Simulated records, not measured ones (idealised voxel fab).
process module | voxel ribs on slabs
cross-section cut | 190 nm wide | cells 5 nm
A cross-section is a grid of square cells, given in bands from the top down. A band is one or more rows of cells.
Each band's line starts with the height of the band's top and of its bottom, in nm. Then come its materials from left to right, each with its width in nm. One material with "throughout" fills the band from edge to edge. "air" is empty space.
Height 0 is the level under which the wafer as received is all one material. The lowest band goes on downwards, as in "0 down".
A width such as "30 to 40" changes by the same amount from each row of cells to the next, from the band's top row to its bottom row.
"no change" after a step means that no cell of the cross-section changed.
closed voids: empty space of 8 cells or more with no open way to the top, each as width x height at its distance from the left edge, in nm
after a step's settings: what the simulator itself notes on the step
overlay nm, on a step with a mask: how far to the right of its planned place the mask lay; to the left if negative
plan
1 op RECEIVE | material Si
2 op DIRECTIONAL_DEP | material SiO2 | thk nm 20
3 op DIRECTIONAL_DEP | material polySi | thk nm 15
4 op MASKED_ETCH | tone cover | mask id RIB | width nm 30 | etch materials polySi | depth nm 5 | overlay nm 0
5 op DIRECTIONAL_DEP | material aC | thk nm 15
6 op PATTERN | tone cover | mask id SLAB | material resist | width nm 70 | thk nm 30 | overlay nm 0
7 op DIRECTIONAL_ETCH | etch materials aC | depth nm 15
8 op STRIP | etch materials resist
9 op DIRECTIONAL_ETCH | etch materials polySi | depth nm 10
10 op STRIP | etch materials aC
11 op FILL_DEP | material SiO2 | thk nm 30
12 op CMP | height nm 55
13 op DIRECTIONAL_DEP | material W | thk nm 10
14 op PATTERN | tone cover | mask id HEATER | material resist | width nm 40 | thk nm 20 | overlay nm 0
15 op DIRECTIONAL_ETCH | etch materials W | depth nm 10
16 op STRIP | etch materials resist
17 op CONFORMAL_DEP | material SiN | thk nm 5
as received, after step 1
  0 down: Si throughout
  closed voids: none
a wafer at the end: this start, this plan, one mistake
  5 to 0: SiN throughout
  0 down: Si throughout
  closed voids: none
what went wrong: step 16 ran as: op STRIP | etch materials SiO2
